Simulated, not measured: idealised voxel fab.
process module | voxel trench capacitor
cross-section cut | 230 nm wide | cells 5 nm
A cross-section is a grid of square cells, given in bands from the top down. A band is one or more rows of cells.
Each band's line starts with the height of the band's top and of its bottom, in nm. Then come its materials from left to right, each with its width in nm. One material with "throughout" fills the band from edge to edge. "air" is empty space.
Height 0 is the level under which the wafer as received is all one material. The lowest band goes on downwards, as in "0 down".
A width such as "30 to 40" changes by the same amount from each row of cells to the next, from the band's top row to its bottom row.
"no change" after a step means that no cell of the cross-section changed.
closed voids: empty space of 8 cells or more with no open way to the top, each as width x height at its distance from the left edge, in nm
after a step's settings: what the simulator itself notes on the step
overlay nm, on a step with a mask: how far to the right of its planned place the mask lay; to the left if negative
plan
1 op RECEIVE | material Si
2 op CONFORMAL_DEP | material SiN | thk nm 5
3 op DIRECTIONAL_DEP | material aC | thk nm 10
4 op PATTERN | tone open | mask id TRENCH | material resist | width nm 30 | pitch nm 55 | thk nm 30 | overlay nm 0
5 op DIRECTIONAL_ETCH | etch materials aC | depth nm 10
6 op STRIP | etch materials resist
7 op DIRECTIONAL_ETCH | etch materials SiN | depth nm 5
8 op DIRECTIONAL_ETCH | etch materials Si | depth nm 30
9 op STRIP | etch materials aC
10 op CONFORMAL_DEP | material HfO2 | thk nm 5
11 op CONFORMAL_DEP | material TiN | thk nm 5
12 op FILL_DEP | material W | thk nm 5
13 op CMP | height nm 5
first wafer, as planned
as received, after step 1
  0 down: Si throughout
  closed voids: none
after step 2
  5 to 0: SiN throughout
  below 0: unchanged
after step 3
  15 to 5: aC throughout
  below 5: unchanged
after step 4
  45 to 15: resist 70 | air 30 | resist 25 | air 30 | resist 75
  below 15: unchanged
after step 5
  35 to 15: resist 70 | air 30 | resist 25 | air 30 | resist 75
  15 to 5: aC 70 | air 30 | aC 25 | air 30 | aC 75
  below 5: unchanged
after step 6
  15 to 5: aC 70 | air 30 | aC 25 | air 30 | aC 75
  below 5: unchanged
after step 7
  15 to 5: aC 70 | air 30 | aC 25 | air 30 | aC 75
  5 to 0: SiN 70 | air 30 | SiN 25 | air 30 | SiN 75
  below 0: unchanged
after step 8
  15 to 5: aC 70 | air 30 | aC 25 | air 30 | aC 75
  5 to 0: SiN 70 | air 30 | SiN 25 | air 30 | SiN 75
  0 to -30: Si 70 | air 30 | Si 25 | air 30 | Si 75
  below -30: unchanged
after step 9
  5 to 0: SiN 70 | air 30 | SiN 25 | air 30 | SiN 75
  below 0: unchanged
after step 10
  10 to 5: HfO2 75 | air 20 | HfO2 35 | air 20 | HfO2 80
  5 to 0: SiN 70 | HfO2 5 | air 20 | HfO2 5 | SiN 25 | HfO2 5 | air 20 | HfO2 5 | SiN 75
  0 to -25: Si 70 | HfO2 5 | air 20 | HfO2 5 | Si 25 | HfO2 5 | air 20 | HfO2 5 | Si 75
  -25 to -30: Si 70 | HfO2 30 | Si 25 | HfO2 30 | Si 75
  below -30: unchanged
after step 11
  15 to 10: TiN 80 | air 10 | TiN 45 | air 10 | TiN 85
  10 to 5: HfO2 75 | TiN 5 | air 10 | TiN 5 | HfO2 35 | TiN 5 | air 10 | TiN 5 | HfO2 80
  5 to 0: SiN 70 | HfO2 5 | TiN 5 | air 10 | TiN 5 | HfO2 5 | SiN 25 | HfO2 5 | TiN 5 | air 10 | TiN 5 | HfO2 5 | SiN 75
  0 to -20: Si 70 | HfO2 5 | TiN 5 | air 10 | TiN 5 | HfO2 5 | Si 25 | HfO2 5 | TiN 5 | air 10 | TiN 5 | HfO2 5 | Si 75
  -20 to -25: Si 70 | HfO2 5 | TiN 20 | HfO2 5 | Si 25 | HfO2 5 | TiN 20 | HfO2 5 | Si 75
  below -25: unchanged
after step 12
  20 to 15: W throughout
  15 to 10: TiN 80 | W 10 | TiN 45 | W 10 | TiN 85
  10 to 5: HfO2 75 | TiN 5 | W 10 | TiN 5 | HfO2 35 | TiN 5 | W 10 | TiN 5 | HfO2 80
  5 to 0: SiN 70 | HfO2 5 | TiN 5 | W 10 | TiN 5 | HfO2 5 | SiN 25 | HfO2 5 | TiN 5 | W 10 | TiN 5 | HfO2 5 | SiN 75
  0 to -20: Si 70 | HfO2 5 | TiN 5 | W 10 | TiN 5 | HfO2 5 | Si 25 | HfO2 5 | TiN 5 | W 10 | TiN 5 | HfO2 5 | Si 75
  below -20: unchanged
after step 13
  5 to 0: SiN 70 | HfO2 5 | TiN 5 | W 10 | TiN 5 | HfO2 5 | SiN 25 | HfO2 5 | TiN 5 | W 10 | TiN 5 | HfO2 5 | SiN 75
  below 0: unchanged
second wafer: like start, like plan, one mistake. Through step 9 it matches the first wafer
when step 10 should have ended
  10 to 5: aC 75 | air 20 | aC 35 | air 20 | aC 80
  5 to 0: SiN 70 | aC 5 | air 20 | aC 5 | SiN 25 | aC 5 | air 20 | aC 5 | SiN 75
  0 to -25: Si 70 | aC 5 | air 20 | aC 5 | Si 25 | aC 5 | air 20 | aC 5 | Si 75
  -25 to -30: Si 70 | aC 30 | Si 25 | aC 30 | Si 75
  below -30: unchanged
when step 11 should have ended
  15 to 10: TiN 80 | air 10 | TiN 45 | air 10 | TiN 85
  10 to 5: aC 75 | TiN 5 | air 10 | TiN 5 | aC 35 | TiN 5 | air 10 | TiN 5 | aC 80
  5 to 0: SiN 70 | aC 5 | TiN 5 | air 10 | TiN 5 | aC 5 | SiN 25 | aC 5 | TiN 5 | air 10 | TiN 5 | aC 5 | SiN 75
  0 to -20: Si 70 | aC 5 | TiN 5 | air 10 | TiN 5 | aC 5 | Si 25 | aC 5 | TiN 5 | air 10 | TiN 5 | aC 5 | Si 75
  -20 to -25: Si 70 | aC 5 | TiN 20 | aC 5 | Si 25 | aC 5 | TiN 20 | aC 5 | Si 75
  below -25: unchanged
when step 12 should have ended
  20 to 15: W throughout
  15 to 10: TiN 80 | W 10 | TiN 45 | W 10 | TiN 85
  10 to 5: aC 75 | TiN 5 | W 10 | TiN 5 | aC 35 | TiN 5 | W 10 | TiN 5 | aC 80
  5 to 0: SiN 70 | aC 5 | TiN 5 | W 10 | TiN 5 | aC 5 | SiN 25 | aC 5 | TiN 5 | W 10 | TiN 5 | aC 5 | SiN 75
  0 to -20: Si 70 | aC 5 | TiN 5 | W 10 | TiN 5 | aC 5 | Si 25 | aC 5 | TiN 5 | W 10 | TiN 5 | aC 5 | Si 75
  below -20: unchanged
when step 13 should have ended
  5 to 0: SiN 70 | aC 5 | TiN 5 | W 10 | TiN 5 | aC 5 | SiN 25 | aC 5 | TiN 5 | W 10 | TiN 5 | aC 5 | SiN 75
  below 0: unchanged
what went wrong: step 10 ran as: op CONFORMAL_DEP | material aC | thk nm 5
at the end the second wafer has, in cells: 36 fewer of HfO2 | 36 more of aC
